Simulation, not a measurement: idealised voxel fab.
process module | voxel fin reveal
cross-section cut | 295 nm wide | cells 5 nm
A cross-section is a grid of square cells, given in bands from the top down. A band is one or more rows of cells.
Each band's line starts with the height of the band's top and of its bottom, in nm. Then come its materials from left to right, each with its width in nm. One material with "throughout" fills the band from edge to edge. "air" is empty space.
Height 0 is the level under which the wafer as received is all one material. The lowest band goes on downwards, as in "0 down".
A width such as "30 to 40" changes by the same amount from each row of cells to the next, from the band's top row to its bottom row.
"no change" after a step means that no cell of the cross-section changed.
closed voids: empty space of 8 cells or more with no open way to the top, each as width x height at its distance from the left edge, in nm
after a step's settings: what the simulator itself notes on the step
overlay nm, on a step with a mask: how far to the right of its planned place the mask lay; to the left if negative
plan
1 op RECEIVE | material Si
2 op CONFORMAL_DEP | material SiN | thk nm 5
3 op PATTERN | tone cover | mask id FINS | material resist | width nm 15 | pitch nm 35 | thk nm 15 | overlay nm 0
4 op DIRECTIONAL_ETCH | etch materials SiN | depth nm 5
5 op DIRECTIONAL_ETCH | etch materials Si | depth nm 35
6 op STRIP | etch materials resist
7 op FILL_DEP | material SiO2 | thk nm 15
8 op CMP | height nm 5
9 op SELECTIVE_ETCH | etch materials SiO2 | depth nm 15
10 op STRIP | etch materials SiN
11 op CONFORMAL_DEP | material HfO2 | thk nm 5
varied across the wafers: depth nm of step 9. The plan shows the first wafer's value. All wafers start alike
first wafer as received, after step 1
  0 down: Si throughout
  closed voids: none
each wafer at the end: cells of each material gained (+) or lost (-) since it was received, then its closed voids
depth nm 15 | +75 HfO2 | -329 Si | +235 SiO2 | closed voids: none
depth nm 20 | +83 HfO2 | -329 Si | +188 SiO2 | closed voids: none
depth nm 25 | +91 HfO2 | -329 Si | +141 SiO2 | closed voids: none
depth nm 30 | +99 HfO2 | -329 Si | +94 SiO2 | closed voids: none
depth nm 35 | +107 HfO2 | -329 Si | +47 SiO2 | closed voids: none
depth nm 40 | +115 HfO2 | -329 Si | closed voids: none
